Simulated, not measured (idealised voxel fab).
process module | voxel self aligned contacts
cross-section cut | 265 nm wide | cells 5 nm
A cross-section is a grid of square cells, given in bands from the top down. A band is one or more rows of cells.
Each band's line starts with the height of the band's top and of its bottom, in nm. Then come its materials from left to right, each with its width in nm. One material with "throughout" fills the band from edge to edge. "air" is empty space.
Height 0 is the level under which the wafer as received is all one material. The lowest band goes on downwards, as in "0 down".
A width such as "30 to 40" changes by the same amount from each row of cells to the next, from the band's top row to its bottom row.
"no change" after a step means that no cell of the cross-section changed.
closed voids: empty space of 8 cells or more with no open way to the top, each as width x height at its distance from the left edge, in nm
after a step's settings: what the simulator itself notes on the step
overlay nm, on a step with a mask: how far to the right of its planned place the mask lay; to the left if negative
plan
1 op RECEIVE | material Si
2 op CONFORMAL_DEP | material SiO2 | thk nm 5
3 op DIRECTIONAL_DEP | material polySi | thk nm 20
4 op DIRECTIONAL_DEP | material SiN | thk nm 15
5 op PATTERN | tone cover | mask id GATE | material resist | width nm 35 | pitch nm 70 | thk nm 15 | overlay nm 0
6 op DIRECTIONAL_ETCH | etch materials SiN | depth nm 15
7 op DIRECTIONAL_ETCH | etch materials polySi | depth nm 20
8 op STRIP | etch materials resist
9 op CONFORMAL_DEP | material SiN | thk nm 5
10 op DIRECTIONAL_ETCH | etch materials SiN | depth nm 5
11 op FILL_DEP | material SiO2 | thk nm 10
12 op CMP | height nm 45
13 op PATTERN | tone open | mask id CONTACT | material resist | width nm 55 | thk nm 20 | overlay nm 0
14 op DIRECTIONAL_ETCH | etch materials SiO2 | depth nm 45
15 op STRIP | etch materials resist
16 op CONFORMAL_DEP | material TiN | thk nm 5
17 op FILL_DEP | material W | thk nm 5
18 op CMP | height nm 45
19 op CONFORMAL_DEP | material SiCN | thk nm 5
as received, after step 1
  0 down: Si throughout
  closed voids: none
first wafer at the end, as planned
  50 to 45: SiCN throughout
  45 to 40: SiO2 105 | TiN 20 | W 15 | TiN 20 | SiO2 105
  40 to 25: SiO2 75 | SiN 45 | TiN 5 | W 15 | TiN 5 | SiN 45 | SiO2 75
  25 to 5: SiO2 75 | SiN 5 | polySi 35 | SiN 5 | TiN 5 | W 15 | TiN 5 | SiN 5 | polySi 35 | SiN 5 | SiO2 75
  5 to 0: SiO2 120 | TiN 25 | SiO2 120
  0 down: Si throughout
  closed voids: none
second wafer at the end: like start, like plan, one mistake
  50 to 45: SiN throughout
  45 to 40: SiO2 105 | TiN 20 | W 15 | TiN 20 | SiO2 105
  40 to 25: SiO2 75 | SiN 45 | TiN 5 | W 15 | TiN 5 | SiN 45 | SiO2 75
  25 to 5: SiO2 75 | SiN 5 | polySi 35 | SiN 5 | TiN 5 | W 15 | TiN 5 | SiN 5 | polySi 35 | SiN 5 | SiO2 75
  5 to 0: SiO2 120 | TiN 25 | SiO2 120
  0 down: Si throughout
  closed voids: none
what went wrong: step 19 ran as: op CONFORMAL_DEP | material SiN | thk nm 5
at the end the second wafer has, in cells: 53 fewer of SiCN | 53 more of SiN
